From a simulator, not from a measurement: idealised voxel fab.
Title: Process Module voxel released beams
This is section cut - it's 190 nm across, gridded in 5 nm square cells.
Cross-sections here: square-cell grids, written as top-down lists of bands, a band being one or more rows of cells. Each band's line starts with the height of the band's top and of its bottom, in nm. Then come its materials from left to right, each with its width in nm. One material with "edge to edge" fills the band from edge to edge. "blank" is empty space. It should be noted that heights are counted from 0, beneath which the wafer as supplied is of one material throughout, and that the lowest band possesses no lower boundary but continues downward, as written in "top 0, no bottom". Width: "30->40" (first number = top row, second number = bottom row, same change from row to row of cells). "same as before" means the step left every cell of the cross-section as it was. "Sealed internal cavities" means: voids of 8 cells or more that are shut off from the top with no open way through. Written width x height at distance, distance from the left edge, in nm. Text after the settings on a step's line: the simulator's own remark on that step. The line of a step may include "overlay nm". On a step with a mask, this value is how far to the right of its planned place the mask lay. A negative value means the mask lay to the left.

**The process steps that were planned are listed below**
| 1 | RECEIVE,material Si |
| 2 | CONFORMAL_DEP,material SiN,thk nm 10 |
| 3 | DIRECTIONAL_DEP,material SiO2,thk nm 10 |
| 4 | DIRECTIONAL_DEP,material aC,thk nm 15 |
| 5 | PATTERN,tone open,mask id ANCHOR,material resist,width nm 35,thk nm 35,overlay nm 0 |
| 6 | DIRECTIONAL_ETCH,etch materials aC,depth nm 15 |
| 7 | STRIP,etch materials resist |
| 8 | DIRECTIONAL_ETCH,etch materials SiO2,depth nm 10 |
| 9 | STRIP,etch materials aC |
| 10 | CONFORMAL_DEP,material TiN,thk nm 10 |
| 11 | DIRECTIONAL_DEP,material aC,thk nm 10 |
| 12 | PATTERN,tone cover,mask id BEAM,material resist,width nm 100,thk nm 30,overlay nm 0 |
| 13 | DIRECTIONAL_ETCH,etch materials aC,depth nm 10 |
| 14 | STRIP,etch materials resist |
| 15 | DIRECTIONAL_ETCH,etch materials TiN,depth nm 10 |
| 16 | STRIP,etch materials aC |
| 17 | STRIP,etch materials SiO2 |

**Incoming wafer in cross-section (state: after step 1)**
> top 0, no bottom  Si edge to edge
> Sealed internal cavities: none

**Module complete, cross-section. Starting point and plan per above. One mistake made in running the module**
> top 30, bottom 20  50 nm blank  5 nm TiN  15 nm blank  80 nm TiN  40 nm blank
> top 20, bottom 10  45 nm blank  35 nm TiN  110 nm blank
> top 10, bottom 0  SiN edge to edge
> top 0, no bottom  Si edge to edge
> Sealed internal cavities: none
In executing the process, a mistake was made relative to the plan: planned and actual differ for step 12; actual: PATTERN,tone cover,mask id BEAM,material resist,width nm 100,thk nm 30,overlay nm 10
